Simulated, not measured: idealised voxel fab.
process module | voxel released beams
cross-section cut | 260 nm wide | cells 5 nm
A cross-section is a grid of square cells, given in bands from the top down. A band is one or more rows of cells.
Each band's line starts with the height of the band's top and of its bottom, in nm. Then come its materials from left to right, each with its width in nm. One material with "throughout" fills the band from edge to edge. "air" is empty space.
Height 0 is the level under which the wafer as received is all one material. The lowest band goes on downwards, as in "0 down".
A width such as "30 to 40" changes by the same amount from each row of cells to the next, from the band's top row to its bottom row.
"no change" after a step means that no cell of the cross-section changed.
closed voids: empty space of 8 cells or more with no open way to the top, each as width x height at its distance from the left edge, in nm
after a step's settings: what the simulator itself notes on the step
overlay nm, on a step with a mask: how far to the right of its planned place the mask lay; to the left if negative
plan
1 op RECEIVE | material Si
2 op CONFORMAL_DEP | material SiN | thk nm 5
3 op DIRECTIONAL_DEP | material SiO2 | thk nm 20
4 op DIRECTIONAL_DEP | material aC | thk nm 15
5 op PATTERN | tone open | mask id ANCHOR | material resist | width nm 25 | thk nm 35 | overlay nm 0
6 op DIRECTIONAL_ETCH | etch materials aC | depth nm 15
7 op STRIP | etch materials resist
8 op DIRECTIONAL_ETCH | etch materials SiO2 | depth nm 20
9 op STRIP | etch materials aC
10 op CONFORMAL_DEP | material TiN | thk nm 10
11 op MASKED_ETCH | tone cover | mask id BEAM | width nm 100 | etch materials TiN | depth nm 10 | overlay nm 0
12 op STRIP | etch materials SiO2
as received, after step 1
  0 down: Si throughout
  closed voids: none
first wafer at the end, as planned
  35 to 25: air 75 | TiN 15 | air 5 | TiN 80 | air 85
  25 to 15: air 80 | TiN 10 | air 5 | TiN 10 | air 155
  15 to 5: air 80 | TiN 25 | air 155
  5 to 0: SiN throughout
  0 down: Si throughout
  closed voids: none
second wafer at the end: like start, like plan, one mistake
  35 to 25: air 80 | TiN 10 | air 5 | TiN 75 | air 90
  25 to 15: air 80 | TiN 10 | air 5 | TiN 10 | air 155
  15 to 5: air 80 | TiN 25 | air 155
  5 to 0: SiN throughout
  0 down: Si throughout
  closed voids: none
what went wrong: step 11 ran as: op MASKED_ETCH | tone cover | mask id BEAM | width nm 90 | etch materials TiN | depth nm 10 | overlay nm 0
at the end the second wafer has, in cells: 4 fewer of TiN
